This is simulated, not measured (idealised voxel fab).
This section sets out a process module, namely voxel capacitor over wiring.
Section cut is 290 nm wide and gridded with 5 nm square cells.
When this document writes out a cross-section, it uses a grid of square cells and lists it as bands, beginning at the top and moving down, with a band standing for one or more rows of cells.
Heads up on the band format: heights come first, top then bottom, in nm. After that it's the materials left to right, each with its width in nm. A single material flagged "all across" fills the whole band edge to edge, and "blank" means there's empty space there.
Heads up on the height convention: 0 is the point under which the incoming wafer is all one material, and the lowest band has no bottom, it just keeps going down, like "0 and below".
Width: "30 to 40" (first number = top row, second number = bottom row, same change from row to row of cells).
"changes: none" after a step means that no cell of the cross-section changed.
"Enclosed void entries": sealed empty spaces, 8 cells or more, no open way to top, listed width x height at distance, with distance from the left edge and width, height and distance in nm.
That trailing text on a step's line, after the settings, is the simulator's own remark on the step.
"overlay nm", when on a step's line for a step with a mask, measures how far to the right of its planned place the mask lay; a negative measure means to the left.
THE PLANNED PROCESS STEPS ARE ENUMERATED HEREUNDER
step 1: RECEIVE: material Si
step 2: CONFORMAL_DEP: material SiO2, thk nm 10
step 3: CONFORMAL_DEP: material SiCN, thk nm 5
step 4: DIRECTIONAL_DEP: material lowk, thk nm 15
step 5: MASKED_ETCH: tone open, mask id METAL_1, width nm 30, pitch nm 100, etch materials lowk, depth nm 15, overlay nm 0
step 6: MASKED_ETCH: tone open, mask id METAL_1, width nm 30, pitch nm 100, etch materials SiCN, depth nm 5, overlay nm 0
step 7: CONFORMAL_DEP: material TiN, thk nm 5
step 8: FILL_DEP: material Ru, thk nm 10
step 9: CMP: height nm 30
step 10: CONFORMAL_DEP: material SiCN, thk nm 5
step 11: DIRECTIONAL_DEP: material lowk, thk nm 15
step 12: DIRECTIONAL_DEP: material aC, thk nm 15
step 13: PATTERN: tone open, mask id PLUG_1, material resist, width nm 15, thk nm 30, overlay nm 0
step 14: DIRECTIONAL_ETCH: etch materials aC, depth nm 15
step 15: STRIP: etch materials resist
step 16: DIRECTIONAL_ETCH: etch materials lowk, depth nm 15
step 17: DIRECTIONAL_ETCH: etch materials SiCN, depth nm 5
step 18: STRIP: etch materials aC
step 19: EPI: material Ru, thk nm 10
step 20: EPI: material Ru, thk nm 10
step 21: DIRECTIONAL_DEP: material TiN, thk nm 5
step 22: DIRECTIONAL_DEP: material Al2O3, thk nm 5
step 23: DIRECTIONAL_DEP: material TiN, thk nm 10
step 24: MASKED_ETCH: tone cover, mask id UPPER_PLATE, width nm 75, etch materials TiN, depth nm 10, overlay nm 0
step 25: MASKED_ETCH: tone cover, mask id UPPER_PLATE, width nm 75, etch materials Al2O3, depth nm 5, overlay nm 0
step 26: DIRECTIONAL_DEP: material aC, thk nm 15
step 27: PATTERN: tone cover, mask id LOWER_PLATE, material resist, width nm 85, thk nm 35, overlay nm 0
step 28: DIRECTIONAL_ETCH: etch materials aC, depth nm 15
step 29: STRIP: etch materials resist
step 30: DIRECTIONAL_ETCH: etch materials TiN, depth nm 5
step 31: STRIP: etch materials aC
step 32: FILL_DEP: material SiO2, thk nm 15
step 33: CMP: height nm 80
step 34: PATTERN: tone open, mask id PLUG_2, material resist, width nm 15, thk nm 15, overlay nm 0
step 35: DIRECTIONAL_ETCH: etch materials SiO2, depth nm 10
step 36: STRIP: etch materials resist
step 37: CONFORMAL_DEP: material TiN, thk nm 5
step 38: FILL_DEP: material Cu, thk nm 10
step 39: CMP: height nm 80
step 40: CONFORMAL_DEP: material SiN, thk nm 5
HERE'S WHAT THE WAFER LOOKED LIKE IN CROSS-SECTION WHEN IT ARRIVED - THAT'S AFTER STEP 1
	0 and below | Si all across
	Enclosed void entries: none
THE PLAN ABOVE WAS CARRIED OUT ON THE STARTING STRUCTURE ABOVE WITH ONE MISTAKE, AND THIS CROSS-SECTION SHOWS THE WAFER AT THE END OF THE MODULE
	85 down to 80 | SiN all across
	80 down to 75 | 105 nm SiO2 / 5 nm TiN / 5 nm Cu / 5 nm TiN / 170 nm SiO2
	75 down to 70 | 105 nm SiO2 / 15 nm TiN / 170 nm SiO2
	70 down to 60 | 95 nm SiO2 / 75 nm TiN / 120 nm SiO2
	60 down to 55 | 95 nm SiO2 / 75 nm Al2O3 / 120 nm SiO2
	55 down to 50 | 95 nm SiO2 / 75 nm TiN / 120 nm SiO2
	50 down to 35 | 95 nm lowk / 15 nm Ru / 180 nm lowk
	35 down to 30 | 95 nm SiCN / 15 nm Ru / 180 nm SiCN
	30 down to 15 | 80 nm lowk / 5 nm TiN / 20 nm Ru / 5 nm TiN / 70 nm lowk / 5 nm TiN / 20 nm Ru / 5 nm TiN / 80 nm lowk
	15 down to 10 | 80 nm SiCN / 30 nm TiN / 70 nm SiCN / 30 nm TiN / 80 nm SiCN
	10 down to 0 | SiO2 all across
	0 and below | Si all across
	Enclosed void entries: none
Diagnosis: step 27: run off-plan, actual operation and settings PATTERN: tone cover, mask id LOWER_PLATE, material resist, width nm 75, thk nm 35, overlay nm 0
